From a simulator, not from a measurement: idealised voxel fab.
Title: Process Module voxel self aligned contacts
The width of the displayed cross-section, cut, is 300 nm; its cells are square, with a size of 5 nm.
A cross-section is a grid of square cells, given in bands from the top down. A band is one or more rows of cells. Band: top and bottom heights (nm) first, top before bottom; then materials from left to right, widths in nm. "edge to edge" marks a sole material filling the band edge to edge. "blank" denotes empty space. A quick word on heights: they are counted from 0, and under that level the wafer as it came to us is one material throughout. The lowest band is different from the rest in having no bottom; it simply continues downward, written as in "from 0 down". Width spec "30 to 40" -> top row of cells at first value, bottom row at second value, equal per-row change in between. Where a step carries "no modification", the cross-section came out of it unchanged, cell for cell. Look at "Trapped cavities" for the closed voids: empty spaces with no open path to the top, sized 8 cells or up. Each is width x height at distance, distance from the left edge, all nm. Formally, on a step line, whatever follows the settings is a remark that the simulator itself makes on the step. The line of a step may include "overlay nm". On a step with a mask, this value is how far to the right of its planned place the mask lay. A negative value means the mask lay to the left.

### Steps planned for the process
step 1: RECEIVE, material Si
step 2: OXIDIZE, depth nm 5
step 3: DIRECTIONAL_DEP, material polySi, thk nm 30
step 4: DIRECTIONAL_DEP, material SiN, thk nm 20
step 5: DIRECTIONAL_DEP, material aC, thk nm 15
step 6: PATTERN, tone cover, mask id GATE, material resist, width nm 35, pitch nm 80, thk nm 35, overlay nm 0
step 7: DIRECTIONAL_ETCH, etch materials aC, depth nm 15
step 8: STRIP, etch materials resist
step 9: DIRECTIONAL_ETCH, etch materials SiN, depth nm 20
step 10: DIRECTIONAL_ETCH, etch materials polySi, depth nm 30
step 11: STRIP, etch materials aC
step 12: CONFORMAL_DEP, material SiN, thk nm 10
step 13: DIRECTIONAL_ETCH, etch materials SiN, depth nm 10
step 14: FILL_DEP, material SiO2, thk nm 20
step 15: CMP, height nm 60
step 16: PATTERN, tone open, mask id CONTACT, material resist, width nm 65, thk nm 15, overlay nm 0
step 17: DIRECTIONAL_ETCH, etch materials SiO2, depth nm 65
step 18: STRIP, etch materials resist
step 19: CONFORMAL_DEP, material TiN, thk nm 5
step 20: FILL_DEP, material W, thk nm 5
step 21: CMP, height nm 60
step 22: CONFORMAL_DEP, material SiN, thk nm 5

### So, the first of our two wafers, run just as we planned it

### Cross-sectional view of the wafer in its as-received condition, corresponding to the state after step 1
	from 0 down = Si edge to edge
	Trapped cavities: none

### Cross-section: wafer state after step 2
	from 0 to -5 = SiO2 edge to edge
	Under -5: no change, same as before.

### Cross-section: wafer state after step 3
	from 30 to 0 = polySi edge to edge
	Under 0: no change, same as before.

### Cross-section: wafer state after step 4
	from 50 to 30 = SiN edge to edge
	Under 30: no change, same as before.

### Cross-section: wafer state after step 5
	from 65 to 50 = aC edge to edge
	Under 50: no change, same as before.

### Cross-section: wafer state after step 6
	from 100 to 65 = blank=90, resist=35, blank=45, resist=35, blank=95
	Under 65: no change, same as before.

### Cross-section: wafer state after step 7
	from 85 to 65 = blank=90, resist=35, blank=45, resist=35, blank=95
	from 65 to 50 = blank=90, aC=35, blank=45, aC=35, blank=95
	Under 50: no change, same as before.

### Cross-section: wafer state after step 8
	from 65 to 50 = blank=90, aC=35, blank=45, aC=35, blank=95
	Under 50: no change, same as before.

### Cross-section: wafer state after step 9
	from 65 to 50 = blank=90, aC=35, blank=45, aC=35, blank=95
	from 50 to 30 = blank=90, SiN=35, blank=45, SiN=35, blank=95
	Under 30: no change, same as before.

### Cross-section: wafer state after step 10
	from 65 to 50 = blank=90, aC=35, blank=45, aC=35, blank=95
	from 50 to 30 = blank=90, SiN=35, blank=45, SiN=35, blank=95
	from 30 to 0 = blank=90, polySi=35, blank=45, polySi=35, blank=95
	Under 0: no change, same as before.

### Cross-section: wafer state after step 11
	from 50 to 30 = blank=90, SiN=35, blank=45, SiN=35, blank=95
	Under 30: no change, same as before.

### Cross-section: wafer state after step 12
	from 60 to 30 = blank=80, SiN=55, blank=25, SiN=55, blank=85
	from 30 to 10 = blank=80, SiN=10, polySi=35, SiN=10, blank=25, SiN=10, polySi=35, SiN=10, blank=85
	from 10 to 0 = SiN=90, polySi=35, SiN=45, polySi=35, SiN=95
	Under 0: no change, same as before.

### Cross-section: wafer state after step 13
	from 50 to 30 = blank=80, SiN=55, blank=25, SiN=55, blank=85
	from 30 to 0 = blank=80, SiN=10, polySi=35, SiN=10, blank=25, SiN=10, polySi=35, SiN=10, blank=85
	Under 0: no change, same as before.

### Cross-section: wafer state after step 14
	from 70 to 50 = SiO2 edge to edge
	from 50 to 30 = SiO2=80, SiN=55, SiO2=25, SiN=55, SiO2=85
	from 30 to 0 = SiO2=80, SiN=10, polySi=35, SiN=10, SiO2=25, SiN=10, polySi=35, SiN=10, SiO2=85
	Under 0: no change, same as before.

### Cross-section: wafer state after step 15
	from 60 to 50 = SiO2 edge to edge
	Under 50: no change, same as before.

### Cross-section: wafer state after step 16
	from 75 to 60 = resist=115, blank=65, resist=120
	Under 60: no change, same as before.

### Cross-section: wafer state after step 17
	from 75 to 60 = resist=115, blank=65, resist=120
	from 60 to 50 = SiO2=115, blank=65, SiO2=120
	from 50 to 30 = SiO2=80, SiN=55, blank=25, SiN=55, SiO2=85
	from 30 to 0 = SiO2=80, SiN=10, polySi=35, SiN=10, blank=25, SiN=10, polySi=35, SiN=10, SiO2=85
	from 0 to -5 = SiO2=135, blank=25, SiO2=140
	Under -5: no change, same as before.

### Cross-section: wafer state after step 18
	from 60 to 50 = SiO2=115, blank=65, SiO2=120
	Under 50: no change, same as before.

### Cross-section: wafer state after step 19
	from 65 to 60 = TiN=120, blank=55, TiN=125
	from 60 to 50 = SiO2=115, TiN=5 to 25, blank=55 to 15, TiN=5 to 25, SiO2=120
	from 50 to 30 = SiO2=80, SiN=55, TiN=5, blank=15, TiN=5, SiN=55, SiO2=85
	from 30 to 0 = SiO2=80, SiN=10, polySi=35, SiN=10, TiN=5, blank=15, TiN=5, SiN=10, polySi=35, SiN=10, SiO2=85
	from 0 to -5 = SiO2=135, TiN=25, SiO2=140
	Under -5: no change, same as before.

### Cross-section: wafer state after step 20
	from 70 to 65 = W edge to edge
	from 65 to 60 = TiN=120, W=55, TiN=125
	from 60 to 50 = SiO2=115, TiN=5 to 25, W=55 to 15, TiN=5 to 25, SiO2=120
	from 50 to 30 = SiO2=80, SiN=55, TiN=5, W=15, TiN=5, SiN=55, SiO2=85
	from 30 to 0 = SiO2=80, SiN=10, polySi=35, SiN=10, TiN=5, W=15, TiN=5, SiN=10, polySi=35, SiN=10, SiO2=85
	Under 0: no change, same as before.

### Cross-section: wafer state after step 21
	from 60 to 50 = SiO2=115, TiN=5 to 25, W=55 to 15, TiN=5 to 25, SiO2=120
	Under 50: no change, same as before.

### Cross-section: wafer state after step 22
	from 65 to 60 = SiN edge to edge
	Under 60: no change, same as before.

### Wafer two: like wafer one in start and plan, but with one mistake in execution; identical up to and including step 11

### Cross-section of the second wafer when, according to plan, step 12 should have finished
	from 40 to 30 = blank=90, SiN=35, blank=45, SiN=35, blank=95
	Under 30: no change, same as before.

### Cross-section of the second wafer when, according to plan, step 13 should have finished
	from 50 to 30 = blank=80, SiN=55, blank=25, SiN=55, blank=85
	from 30 to 10 = blank=80, SiN=10, polySi=35, SiN=10, blank=25, SiN=10, polySi=35, SiN=10, blank=85
	from 10 to 0 = SiN=90, polySi=35, SiN=45, polySi=35, SiN=95
	Under 0: no change, same as before.

### Cross-section of the second wafer when, according to plan, step 14 should have finished
	from 70 to 50 = SiO2 edge to edge
	from 50 to 30 = SiO2=80, SiN=55, SiO2=25, SiN=55, SiO2=85
	from 30 to 10 = SiO2=80, SiN=10, polySi=35, SiN=10, SiO2=25, SiN=10, polySi=35, SiN=10, SiO2=85
	Under 10: no change, same as before.

### Cross-section of the second wafer when, according to plan, step 15 should have finished
	from 60 to 50 = SiO2 edge to edge
	Under 50: no change, same as before.

### Cross-section of the second wafer when, according to plan, step 16 should have finished
	from 75 to 60 = resist=115, blank=65, resist=120
	Under 60: no change, same as before.

### Cross-section of the second wafer when, according to plan, step 17 should have finished
	from 75 to 60 = resist=115, blank=65, resist=120
	from 60 to 50 = SiO2=115, blank=65, SiO2=120
	from 50 to 30 = SiO2=80, SiN=55, blank=25, SiN=55, SiO2=85
	from 30 to 10 = SiO2=80, SiN=10, polySi=35, SiN=10, blank=25, SiN=10, polySi=35, SiN=10, SiO2=85
	Under 10: no change, same as before.

### Cross-section of the second wafer when, according to plan, step 18 should have finished
	from 60 to 50 = SiO2=115, blank=65, SiO2=120
	Under 50: no change, same as before.

### Cross-section of the second wafer when, according to plan, step 19 should have finished
	from 65 to 60 = TiN=120, blank=55, TiN=125
	from 60 to 50 = SiO2=115, TiN=5 to 25, blank=55 to 15, TiN=5 to 25, SiO2=120
	from 50 to 30 = SiO2=80, SiN=55, TiN=5, blank=15, TiN=5, SiN=55, SiO2=85
	from 30 to 15 = SiO2=80, SiN=10, polySi=35, SiN=10, TiN=5, blank=15, TiN=5, SiN=10, polySi=35, SiN=10, SiO2=85
	from 15 to 10 = SiO2=80, SiN=10, polySi=35, SiN=10, TiN=25, SiN=10, polySi=35, SiN=10, SiO2=85
	Under 10: no change, same as before.

### Cross-section of the second wafer when, according to plan, step 20 should have finished
	from 70 to 65 = W edge to edge
	from 65 to 60 = TiN=120, W=55, TiN=125
	from 60 to 50 = SiO2=115, TiN=5 to 25, W=55 to 15, TiN=5 to 25, SiO2=120
	from 50 to 30 = SiO2=80, SiN=55, TiN=5, W=15, TiN=5, SiN=55, SiO2=85
	from 30 to 15 = SiO2=80, SiN=10, polySi=35, SiN=10, TiN=5, W=15, TiN=5, SiN=10, polySi=35, SiN=10, SiO2=85
	Under 15: no change, same as before.

### Cross-section of the second wafer when, according to plan, step 21 should have finished
	from 60 to 50 = SiO2=115, TiN=5 to 25, W=55 to 15, TiN=5 to 25, SiO2=120
	Under 50: no change, same as before.

### Cross-section of the second wafer when, according to plan, step 22 should have finished
	from 65 to 60 = SiN edge to edge
	Under 60: no change, same as before.
Deviation noted in wafer processing: the run placed steps 12 and 13 each in the position the plan gave to the other
Wafer comparison, final, in cells, second relative to first, materials more or fewer: SiN +76, SiO2 -61, TiN -6, W -9
